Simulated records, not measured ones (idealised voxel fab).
process module | voxel ribs on slabs
cross-section cut | 160 nm wide | cells 5 nm
A cross-section is a grid of square cells, given in bands from the top down. A band is one or more rows of cells.
Each band's line starts with the height of the band's top and of its bottom, in nm. Then come its materials from left to right, each with its width in nm. One material with "throughout" fills the band from edge to edge. "air" is empty space.
Height 0 is the level under which the wafer as received is all one material. The lowest band goes on downwards, as in "0 down".
A width such as "30 to 40" changes by the same amount from each row of cells to the next, from the band's top row to its bottom row.
"no change" after a step means that no cell of the cross-section changed.
closed voids: empty space of 8 cells or more with no open way to the top, each as width x height at its distance from the left edge, in nm
after a step's settings: what the simulator itself notes on the step
overlay nm, on a step with a mask: how far to the right of its planned place the mask lay; to the left if negative
plan
1 op RECEIVE | material Si
2 op DIRECTIONAL_DEP | material SiO2 | thk nm 25
3 op DIRECTIONAL_DEP | material polySi | thk nm 20
4 op MASKED_ETCH | tone cover | mask id RIB | width nm 20 | etch materials polySi | depth nm 5 | overlay nm 0
5 op DIRECTIONAL_DEP | material aC | thk nm 10
6 op PATTERN | tone cover | mask id SLAB | material resist | width nm 40 | thk nm 25 | overlay nm 0
7 op DIRECTIONAL_ETCH | etch materials aC | depth nm 10
8 op STRIP | etch materials resist
9 op DIRECTIONAL_ETCH | etch materials polySi | depth nm 15
10 op STRIP | etch materials aC
11 op FILL_DEP | material SiO2 | thk nm 25
12 op CMP | height nm 60
13 op DIRECTIONAL_DEP | material TiN | thk nm 5
14 op DIRECTIONAL_DEP | material aC | thk nm 15
15 op PATTERN | tone cover | mask id HEATER | material resist | width nm 30 | thk nm 30 | overlay nm 0
16 op DIRECTIONAL_ETCH | etch materials aC | depth nm 15
17 op STRIP | etch materials resist
18 op DIRECTIONAL_ETCH | etch materials TiN | depth nm 5
19 op STRIP | etch materials aC
20 op CONFORMAL_DEP | material SiN | thk nm 10
varied across the wafers: width nm of step 6. The plan shows the first wafer's value. All wafers start alike
first wafer as received, after step 1
  0 down: Si throughout
  closed voids: none
each wafer at the end: cells of each material gained (+) or lost (-) since it was received, then its closed voids
width nm 40 | +68 SiN | +356 SiO2 | +6 TiN | +28 polySi | closed voids: none
width nm 45 | +68 SiN | +353 SiO2 | +6 TiN | +31 polySi | closed voids: none
width nm 50 | +68 SiN | +350 SiO2 | +6 TiN | +34 polySi | closed voids: none
width nm 55 | +68 SiN | +347 SiO2 | +6 TiN | +37 polySi | closed voids: none
width nm 60 | +68 SiN | +344 SiO2 | +6 TiN | +40 polySi | closed voids: none
width nm 65 | +68 SiN | +341 SiO2 | +6 TiN | +43 polySi | closed voids: none
